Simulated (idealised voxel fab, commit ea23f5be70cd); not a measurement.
Process module, titled voxel gate over fins
Displayed cross-section: cut, width of 260 nm, square cells sized 5 nm.
Cross-section layout: square cells on a grid; listed as bands, top to bottom; a band spans one or more cell rows.
Quick guide to a band line: top height, bottom height (nm) up front; then every material left to right with its width in nm. Only one material and it's marked "throughout"? Then it fills the band edge to edge. And "empty" just means empty space.
Height reference: 0 = level under which incoming wafer is all one material. Lowest band: no bottom, runs on downward, e.g. "0 down".
A width such as "30->40" changes by the same amount from each row of cells to the next, from the band's top row to its bottom row.
Any step labelled "nothing different" changed none of the cells in the cross-section.
Under "Closed empty spaces" you'll find the enclosed gaps, the ones with no way out to the top, that are 8 cells or bigger; each reads width x height at distance, with distance counted from the left edge, everything in nm.
Note: text after step settings on the step line = simulator remark on that step.
What "overlay nm" on a step's line means: if the step has a mask, that mask lay this far to the right of its planned place, or, when the value is negative, to the left.

Here's what the planned process steps look like:
1) RECEIVE | material Si
2) CONFORMAL_DEP | material SiN | thk nm 5
3) MASKED_ETCH | tone cover | mask id FINS | width nm 15 | pitch nm 60 | etch materials SiN | depth nm 5 | overlay nm 0
4) MASKED_ETCH | tone cover | mask id FINS | width nm 15 | pitch nm 60 | etch materials Si | depth nm 35 | overlay nm 0
5) OXIDIZE | depth nm 5
6) FILL_DEP | material SiO2 | thk nm 5
7) CMP | height nm 5
8) MASKED_ETCH | tone open | mask id RAIL | width nm 15 | etch materials SiO2 | depth nm 35 | overlay nm 0
9) CONFORMAL_DEP | material TiN | thk nm 5
10) FILL_DEP | material Ru | thk nm 10
11) CMP | height nm 5
12) SELECTIVE_ETCH | etch materials W Ru TiN | depth nm 20
13) FILL_DEP | material SiO2 | thk nm 5
14) CMP | height nm 5
15) SELECTIVE_ETCH | etch materials SiO2 | depth nm 15
16) STRIP | etch materials SiN
17) CONFORMAL_DEP | material HfO2 | thk nm 5
18) CONFORMAL_DEP | material TiN | thk nm 5
19) FILL_DEP | material W | thk nm 15
20) CMP | height nm 20
21) CONFORMAL_DEP | material SiN | thk nm 10

Cross-section, incoming material, after step 1:
0 down: Si throughout
Closed empty spaces: none

The module was run from the start shown above using the plan shown above, but one mistake was made doing it; the resulting wafer cross-section is below:
30 to 20: SiN throughout
20 to 10: W throughout
10 to 5: W: 55; TiN: 25; W: 35; TiN: 25; W: 35; TiN: 25; W: 60
5 to 0: W: 55; TiN: 5; HfO2: 15; TiN: 5; W: 35; TiN: 5; HfO2: 15; TiN: 5; W: 35; TiN: 5; HfO2: 15; TiN: 5; W: 60
0 to -5: TiN: 60; HfO2: 5; Si: 5; HfO2: 5; TiN: 45; HfO2: 5; Si: 5; HfO2: 5; TiN: 45; HfO2: 5; Si: 5; HfO2: 5; TiN: 65
-5 to -10: HfO2: 65; Si: 5; HfO2: 55; Si: 5; HfO2: 55; Si: 5; HfO2: 70
-10 to -15: SiO2: 65; Si: 5; SiO2: 55; Si: 5; SiO2: 55; Si: 5; SiO2: 70
-15 to -25: SiO2: 65; Si: 5; SiO2: 20; TiN: 5; Ru: 5; TiN: 5; SiO2: 20; Si: 5; SiO2: 55; Si: 5; SiO2: 70
-25 to -30: SiO2: 65; Si: 5; SiO2: 20; TiN: 15; SiO2: 20; Si: 5; SiO2: 55; Si: 5; SiO2: 70
-30 to -75: SiO2: 65; Si: 5; SiO2: 55; Si: 5; SiO2: 55; Si: 5; SiO2: 70
-75 down: Si throughout
Closed empty spaces: none
Plan not followed: twice over, step 4 of the plan was run
